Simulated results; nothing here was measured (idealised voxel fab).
process module | voxel local oxidation
cross-section cut | 255 nm wide | cells 5 nm
A cross-section is a grid of square cells, given in bands from the top down. A band is one or more rows of cells.
Each band's line starts with the height of the band's top and of its bottom, in nm. Then come its materials from left to right, each with its width in nm. One material with "throughout" fills the band from edge to edge. "air" is empty space.
Height 0 is the level under which the wafer as received is all one material. The lowest band goes on downwards, as in "0 down".
A width such as "30 to 40" changes by the same amount from each row of cells to the next, from the band's top row to its bottom row.
"no change" after a step means that no cell of the cross-section changed.
closed voids: empty space of 8 cells or more with no open way to the top, each as width x height at its distance from the left edge, in nm
after a step's settings: what the simulator itself notes on the step
overlay nm, on a step with a mask: how far to the right of its planned place the mask lay; to the left if negative
plan
1 op RECEIVE | material Si
2 op CONFORMAL_DEP | material SiO2 | thk nm 5
3 op CONFORMAL_DEP | material SiN | thk nm 15
4 op DIRECTIONAL_DEP | material aC | thk nm 15
5 op PATTERN | tone cover | mask id ACTIVE | material resist | width nm 120 | thk nm 35 | overlay nm 0
6 op DIRECTIONAL_ETCH | etch materials aC | depth nm 15
7 op STRIP | etch materials resist
8 op DIRECTIONAL_ETCH | etch materials SiN | depth nm 15
9 op STRIP | etch materials aC
10 op SELECTIVE_ETCH | etch materials SiO2 | depth nm 5
11 op OXIDIZE | depth nm 15
12 op STRIP | etch materials SiN
varied across the wafers: width nm of step 5. The plan shows the first wafer's value. All wafers start alike
first wafer as received, after step 1
  0 down: Si throughout
  closed voids: none
first wafer at the end, after step 12
  5 to 0: air 70 | SiO2 110 | air 75
  0 to -15: SiO2 85 | Si 80 | SiO2 90
  -15 down: Si throughout
  closed voids: none
last wafer at the end
  5 to 0: air 60 | SiO2 135 | air 60
  0 to -15: SiO2 75 | Si 105 | SiO2 75
  -15 down: Si throughout
  closed voids: none
each wafer at the end: cells of each material gained (+) or lost (-) since it was received, then its closed voids
width nm 120 | -105 Si | +127 SiO2 | closed voids: none
width nm 125 | -102 Si | +125 SiO2 | closed voids: none
width nm 130 | -99 Si | +123 SiO2 | closed voids: none
width nm 135 | -96 Si | +121 SiO2 | closed voids: none
width nm 140 | -93 Si | +119 SiO2 | closed voids: none
width nm 145 | -90 Si | +117 SiO2 | closed voids: none
